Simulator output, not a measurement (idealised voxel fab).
process module | voxel lift off
Shown is cross-section cut, with a width of 300 nm and square cells of size 5 nm.
Cross-section spec: square-cell grid; bands listed top down; each band is one or more rows. What a band's entry tells you: where the top is and where the bottom is, as heights in nm, and after that what lies inside, material by material from left to right, each with its width in nm. Empty space is written as the word "air", and a single material marked with the word "all across" occupies the band from edge to edge. Ref level 0: as-received wafer is one material below here. Bottom band extends down with no lower bound ("z 0 and below"). A width given as "30 to 40" starts at the first number in the band's top row and ends at the second number in its bottom row, shifting by an equal amount at every step from row to row. The designation "nothing got changed", where it is given for a processing step, indicates that no cell of the cross-section was altered in the course of that step. Look at "Completely enclosed voids" for the closed voids: empty spaces with no open path to the top, sized 8 cells or up. Each is width x height at distance, distance from the left edge, all nm. Post-settings text on a step line: simulator's own remark regarding the step. If you see "overlay nm" on a step's line and that step has a mask, it's telling you how far right of where it was planned the mask ended up; a negative number means it went left instead.
The planned process steps are enumerated hereunder:
1) RECEIVE,material Si
2) CONFORMAL_DEP,material Al2O3,thk nm 5
3) PATTERN,tone open,mask id LINES,material resist,width nm 15,pitch nm 45,thk nm 15,overlay nm 0
4) DIRECTIONAL_DEP,material Ru,thk nm 5
5) STRIP,etch materials resist
6) CONFORMAL_DEP,material SiO2,thk nm 5
Wafers differ in width nm at step 3; plan lists the first wafer's value; identical starting state.
Cross-sectional view of the first of several wafers in the as-received condition, corresponding to the state following step 1:
  z 0 and below  Si all across
  Completely enclosed voids: none
The table below has one row for each wafer; a row shows, as of the end of the module, how many cells of each material the wafer has gained, marked (+), or lost, marked (-), since it was received, and then the wafer's closed voids:
width nm 15 | +60 Al2O3 | +9 Ru | +66 SiO2 | Completely enclosed voids: none
width nm 20 | +60 Al2O3 | +12 Ru | +66 SiO2 | Completely enclosed voids: none
width nm 25 | +60 Al2O3 | +15 Ru | +66 SiO2 | Completely enclosed voids: none
width nm 30 | +60 Al2O3 | +18 Ru | +66 SiO2 | Completely enclosed voids: none
